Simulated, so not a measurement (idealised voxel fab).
voxel wiring stack: a process module
Cross-section cut: width 195 nm, square cells of 5 nm.
Square cells in a grid make up a cross-section in this document, and the grid is given as bands, listed from the top down, each one or more rows of cells. Heights first: top, then bottom, in nm. Then materials, left to right, each with a width in nm. "everywhere" on a single material: fills the band edge to edge. "blank": empty space. For the purposes of this specification, 0 denotes the height below which the wafer in its as-received condition is composed wholly of one material, and the lowermost band, lacking a lower limit, extends downward without end, as expressed in "0..down". A width such as "30 to 40" changes by the same amount from each row of cells to the next, from the band's top row to its bottom row. What does "nothing changed" mean for a step? It means no cell of the cross-section changed in that step. Entry "Closed voids list" = empty spaces >= 8 cells with no open way to the top; each as width x height at distance, distance from left edge, all nm. What comes after the settings on a step's line is commentary from the simulator itself on that step. overlay nm: how far to the right of its planned place the mask lay on this masked step (negative: to the left).
LIST OF PLANNED PROCESS STEPS
step 1: RECEIVE,material Si
step 2: CONFORMAL_DEP,material SiO2,thk nm 15
step 3: CONFORMAL_DEP,material SiCN,thk nm 5
step 4: DIRECTIONAL_DEP,material lowk,thk nm 20
step 5: MASKED_ETCH,tone open,mask id METAL_1,width nm 25,pitch nm 40,etch materials lowk,depth nm 20,overlay nm 0
step 6: MASKED_ETCH,tone open,mask id METAL_1,width nm 25,pitch nm 40,etch materials SiCN,depth nm 5,overlay nm 0
step 7: CONFORMAL_DEP,material TiN,thk nm 5
step 8: FILL_DEP,material Cu,thk nm 10
step 9: CMP,height nm 40
step 10: EPI,material Ru,thk nm 5
step 11: FILL_DEP,material SiCN,thk nm 5
step 12: DIRECTIONAL_DEP,material lowk,thk nm 25
step 13: DIRECTIONAL_DEP,material aC,thk nm 15
step 14: PATTERN,tone open,mask id METAL_2,material resist,width nm 25,pitch nm 40,thk nm 35,overlay nm 0
step 15: DIRECTIONAL_ETCH,etch materials aC,depth nm 15
step 16: STRIP,etch materials resist
step 17: DIRECTIONAL_ETCH,etch materials lowk,depth nm 15
step 18: STRIP,etch materials aC
step 19: PATTERN,tone open,mask id METAL_2_HOLES,material resist,width nm 15,pitch nm 40,thk nm 20,overlay nm 0
step 20: DIRECTIONAL_ETCH,etch materials lowk,depth nm 10
step 21: DIRECTIONAL_ETCH,etch materials SiCN,depth nm 5
step 22: STRIP,etch materials resist
step 23: CONFORMAL_DEP,material TiN,thk nm 5
step 24: FILL_DEP,material Cu,thk nm 10
step 25: CMP,height nm 75
step 26: CONFORMAL_DEP,material SiCN,thk nm 5
AS RECEIVED, AFTER STEP 1
> 0..down | Si everywhere
> Closed voids list: none
POST-MODULE CROSS-SECTION: IDENTICAL START AND PLAN TO THOSE ABOVE, ONE MISSTEP IN EXECUTION
> 80..75 | SiCN everywhere
> 75..65 | 65 nm lowk  5 nm TiN  15 nm Cu  5 nm TiN  15 nm lowk  5 nm TiN  15 nm Cu  5 nm TiN  65 nm lowk
> 65..60 | 65 nm lowk  5 nm TiN  10 nm Cu  10 nm TiN  15 nm lowk  5 nm TiN  10 nm Cu  10 nm TiN  65 nm lowk
> 60..50 | 65 nm lowk  5 nm TiN  10 nm Cu  5 nm TiN  20 nm lowk  5 nm TiN  10 nm Cu  5 nm TiN  70 nm lowk
> 50..45 | 65 nm SiCN  20 nm TiN  20 nm SiCN  20 nm TiN  70 nm SiCN
> 45..40 | 60 nm SiCN  35 nm Ru  5 nm SiCN  35 nm Ru  60 nm SiCN
> 40..20 | 65 nm lowk  5 nm TiN  15 nm Cu  5 nm TiN  15 nm lowk  5 nm TiN  15 nm Cu  5 nm TiN  65 nm lowk
> 20..15 | 65 nm SiCN  25 nm TiN  15 nm SiCN  25 nm TiN  65 nm SiCN
> 15..0 | SiO2 everywhere
> 0..down | Si everywhere
> Closed voids list: none
Heads up, the wafer didn't run the way we planned it: step 19 ran with different settings than intended, the actual operation and settings being PATTERN,tone open,mask id METAL_2_HOLES,material resist,width nm 20,pitch nm 40,thk nm 20,overlay nm 0
